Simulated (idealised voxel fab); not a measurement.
Name of the process module below: voxel ribs on slabs
The cross-section on display is named cut; it measures 255 nm wide, and its cells are 5 nm squares.
Square cells in a grid make up a cross-section in this document, and the grid is given as bands, listed from the top down, each one or more rows of cells.
Quick guide to a band line: top height, bottom height (nm) up front; then every material left to right with its width in nm. Only one material and it's marked "throughout"? Then it fills the band edge to edge. And "air" just means empty space.
We count height from 0. Below that, the starting wafer is all one material. The lowest band never ends at the bottom but goes on down; see "0 and below" for how that is written.
The two numbers in a width such as "30->40" mark its ends across the band: the first belongs to the top row of cells, the second to the bottom row, and from each row to the next the width moves by the same amount.
Basically "remained the same" means that step didn't change any cell in the cross-section.
Closed-off voids of 8+ cells (no open route to the top) go in "Trapped void list", written width x height at distance from the left edge, in nm.
On a step's line, text after the settings is the simulator commenting on that step.
"overlay nm" on a masked step: distance the mask lay right of its planned place, negative for left.
Plan:
1: RECEIVE with material Si
2: DIRECTIONAL_DEP with material SiO2, thk nm 30
3: DIRECTIONAL_DEP with material polySi, thk nm 25
4: MASKED_ETCH with tone cover, mask id RIB, width nm 15, etch materials polySi, depth nm 5, overlay nm 0
5: MASKED_ETCH with tone cover, mask id SLAB, width nm 75, etch materials polySi, depth nm 20, overlay nm 0
6: FILL_DEP with material SiO2, thk nm 20
7: CMP with height nm 65
8: DIRECTIONAL_DEP with material TiN, thk nm 5
9: DIRECTIONAL_DEP with material aC, thk nm 15
10: PATTERN with tone cover, mask id HEATER, material resist, width nm 25, thk nm 30, overlay nm 0
11: DIRECTIONAL_ETCH with etch materials aC, depth nm 15
12: STRIP with etch materials resist
13: DIRECTIONAL_ETCH with etch materials TiN, depth nm 5
14: STRIP with etch materials aC
15: CONFORMAL_DEP with material SiO2, thk nm 10
Cross-section of the wafer as it came to us, i.e., already through step 1:
> 0 and below: Si throughout
> Trapped void list: none
Cross-sectional image of the first of two wafers at the end of the module, the run having proceeded as planned:
> 80 down to 75: air 105 nm  SiO2 45 nm  air 105 nm
> 75 down to 70: SiO2 throughout
> 70 down to 65: SiO2 115 nm  TiN 25 nm  SiO2 115 nm
> 65 down to 55: SiO2 throughout
> 55 down to 50: SiO2 120 nm  polySi 15 nm  SiO2 120 nm
> 50 down to 30: SiO2 90 nm  polySi 75 nm  SiO2 90 nm
> 30 down to 0: SiO2 throughout
> 0 and below: Si throughout
> Trapped void list: none
Same start, same plan as the first wafer - but one mistake in the run. Cross-section of the second of the two at the end of the module:
> 80 down to 75: air 105 nm  SiO2 45 nm  air 105 nm
> 75 down to 70: SiO2 throughout
> 70 down to 65: SiO2 115 nm  TiN 25 nm  SiO2 115 nm
> 65 down to 55: SiO2 throughout
> 55 down to 50: SiO2 120 nm  polySi 15 nm  SiO2 120 nm
> 50 down to 30: SiO2 90 nm  polySi 75 nm  SiO2 90 nm
> 30 down to 0: aC throughout
> 0 and below: Si throughout
> Trapped void list: none
What went wrong in running the wafer? step 2 was not run as planned; what actually ran was DIRECTIONAL_DEP with material aC, thk nm 30
Upon completion, the second wafer contains, in terms of cells, a greater or smaller amount of certain materials than the first wafer: 306 fewer of SiO2, 306 more of aC
